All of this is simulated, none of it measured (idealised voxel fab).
A process module follows: voxel trench capacitor.
The figure presents cross-section cut, which has a width of 145 nm and is divided into square cells with an edge length of 5 nm.
Cross-sections here: square-cell grids, written as top-down lists of bands, a band being one or more rows of cells. Each band's line starts with the height of the band's top and of its bottom, in nm. Then come its materials from left to right, each with its width in nm. One material with "all across" fills the band from edge to edge. "blank" is empty space. For the purposes of this specification, 0 denotes the height below which the wafer in its as-received condition is composed wholly of one material, and the lowermost band, lacking a lower limit, extends downward without end, as expressed in "0 and below". A width given as "30..40" starts at the first number in the band's top row and ends at the second number in its bottom row, shifting by an equal amount at every step from row to row. "no modification" for a step: no cell of the cross-section changed in that step. "Closed voids list": empty spaces of 8 cells or more with no open way to the top, each given as width x height at distance, distance from the left edge, all in nm. Whatever follows a step's settings on its line is a remark the simulator itself makes about that step. "overlay nm" answers the question of how far to the right of plan the mask lay on a step that has a mask, and when it is negative the answer is to the left.

Planned step list for the process:
1 RECEIVE,material Si
2 CONFORMAL_DEP,material SiN,thk nm 10
3 MASKED_ETCH,tone open,mask id TRENCH,width nm 30,pitch nm 45,etch materials SiN,depth nm 10,overlay nm 0
4 MASKED_ETCH,tone open,mask id TRENCH,width nm 30,pitch nm 45,etch materials Si,depth nm 25,overlay nm -15
5 CONFORMAL_DEP,material Al2O3,thk nm 5
6 CONFORMAL_DEP,material TiN,thk nm 5
7 FILL_DEP,material W,thk nm 10
8 CMP,height nm 10
Every wafer here starts from the same state; it is the step 4 overlay nm that distinguishes them, and the value the plan gives belongs to the first wafer.

Step 1 complete: as-received cross-section of the first of several wafers:
* 0 and below | Si all across
* Closed voids list: none

Each row below is a wafer at the end of the module, listing for every material the number of cells it has gained (+) or lost (-) since it was received, followed by its closed voids:
overlay nm -15, +36 Al2O3, -30 Si, +34 SiN, +18 TiN, Closed voids list: none
overlay nm -10, +36 Al2O3, -40 Si, +34 SiN, +28 TiN, Closed voids list: none
overlay nm -5, +36 Al2O3, -50 Si, +34 SiN, +28 TiN, +10 W, Closed voids list: none
overlay nm 0, +36 Al2O3, -60 Si, +34 SiN, +28 TiN, +20 W, Closed voids list: none
overlay nm 5, +36 Al2O3, -50 Si, +34 SiN, +28 TiN, +10 W, Closed voids list: none
overlay nm 10, +36 Al2O3, -40 Si, +34 SiN, +28 TiN, Closed voids list: none
overlay nm 15, +36 Al2O3, -30 Si, +34 SiN, +18 TiN, Closed voids list: none
